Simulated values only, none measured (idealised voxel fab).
This section sets out a process module, namely voxel released beams.
The figure presents cross-section cut, which has a width of 285 nm and is divided into square cells with an edge length of 5 nm.
Just so we're on the same page, the cross-sections are grids of square cells, and they're listed out in bands top to bottom, each band one or more rows deep.
Each band's line starts with the height of the band's top and of its bottom, in nm. Then come its materials from left to right, each with its width in nm. One material with "edge to edge" fills the band from edge to edge. "blank" is empty space.
Height is counted from the level 0, under which the received wafer is composed throughout of one material. The lowest of the bands is not closed at the bottom but continues downward, in the notation "top 0, no bottom".
Think of "30 to 40" as a width that walks from the first number to the second as you go down the band, top row to bottom row, taking equal-sized steps from row to row.
What does "nothing got changed" mean for a step? It means no cell of the cross-section changed in that step.
"Enclosed void catalog" enumerates empty spaces isolated from the top, with no open way to it, that contain at least 8 cells, giving each as width x height at distance from the left edge, all three in nm.
Where a step's line continues beyond its settings, the continuation is a remark by the simulator itself on that step.
overlay nm: where the mask lay relative to plan, measured to the right, on steps with a mask; negatives go left.

**Process steps foreseen in the plan**
1. RECEIVE (material Si)
2. CONFORMAL_DEP (material SiN; thk nm 5)
3. DIRECTIONAL_DEP (material SiO2; thk nm 20)
4. PATTERN (tone open; mask id ANCHOR; material resist; width nm 30; thk nm 15; overlay nm 0)
5. DIRECTIONAL_ETCH (etch materials SiO2; depth nm 20)
6. STRIP (etch materials resist)
7. CONFORMAL_DEP (material TiN; thk nm 10)
8. DIRECTIONAL_DEP (material aC; thk nm 10)
9. PATTERN (tone cover; mask id BEAM; material resist; width nm 110; thk nm 25; overlay nm 0)
10. DIRECTIONAL_ETCH (etch materials aC; depth nm 10)
11. STRIP (etch materials resist)
12. DIRECTIONAL_ETCH (etch materials TiN; depth nm 10)
13. STRIP (etch materials aC)
14. STRIP (etch materials SiO2)

**As received (post step 1): cross-section**
    top 0, no bottom | Si edge to edge
    Enclosed void catalog: none

**Here's the wafer cut in cross-section after the module, started and planned just like above, except one thing was done wrong in the run**
    top 35, bottom 25 | blank (85) | TiN (45) | blank (155)
    top 25, bottom 15 | blank (80) | TiN (10) | SiO2 (30) | TiN (10) | blank (155)
    top 15, bottom 5 | blank (80) | TiN (10) | SiO2 (30) | TiN (75) | blank (90)
    top 5, bottom 0 | SiN edge to edge
    top 0, no bottom | Si edge to edge
    Enclosed void catalog: none
So what did we get wrong on this run? step 4 did not happen as planned, as run it was PATTERN (tone cover; mask id ANCHOR; material resist; width nm 30; thk nm 15; overlay nm 0)
